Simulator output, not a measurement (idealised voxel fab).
process module | voxel spacer lines
cross-section cut | 290 nm wide | cells 5 nm
A cross-section is a grid of square cells, given in bands from the top down. A band is one or more rows of cells.
Each band's line starts with the height of the band's top and of its bottom, in nm. Then come its materials from left to right, each with its width in nm. One material with "throughout" fills the band from edge to edge. "air" is empty space.
Height 0 is the level under which the wafer as received is all one material. The lowest band goes on downwards, as in "0 down".
A width such as "30 to 40" changes by the same amount from each row of cells to the next, from the band's top row to its bottom row.
"no change" after a step means that no cell of the cross-section changed.
closed voids: empty space of 8 cells or more with no open way to the top, each as width x height at its distance from the left edge, in nm
after a step's settings: what the simulator itself notes on the step
overlay nm, on a step with a mask: how far to the right of its planned place the mask lay; to the left if negative
plan
1 op RECEIVE | material Si
2 op CONFORMAL_DEP | material Al2O3 | thk nm 10
3 op DIRECTIONAL_DEP | material W | thk nm 15
4 op DIRECTIONAL_DEP | material aC | thk nm 25
5 op PATTERN | tone cover | mask id MANDREL | material resist | width nm 15 | pitch nm 80 | thk nm 30 | overlay nm 0
6 op DIRECTIONAL_ETCH | etch materials aC | depth nm 25
7 op STRIP | etch materials resist
8 op CONFORMAL_DEP | material SiN | thk nm 15
9 op DIRECTIONAL_ETCH | etch materials SiN | depth nm 15
10 op STRIP | etch materials aC
11 op DIRECTIONAL_ETCH | etch materials W | depth nm 15
12 op STRIP | etch materials SiN
varied across the wafers: width nm of step 5. The plan shows the first wafer's value. All wafers start alike
first wafer as received, after step 1
  0 down: Si throughout
  closed voids: none
each wafer at the end: cells of each material gained (+) or lost (-) since it was received, then its closed voids
width nm 15 | +116 Al2O3 | +36 W | closed voids: none
width nm 20 | +116 Al2O3 | +36 W | closed voids: none
width nm 25 | +116 Al2O3 | +36 W | closed voids: none
width nm 30 | +116 Al2O3 | +36 W | closed voids: none
width nm 35 | +116 Al2O3 | +36 W | closed voids: none
width nm 40 | +116 Al2O3 | +36 W | closed voids: none
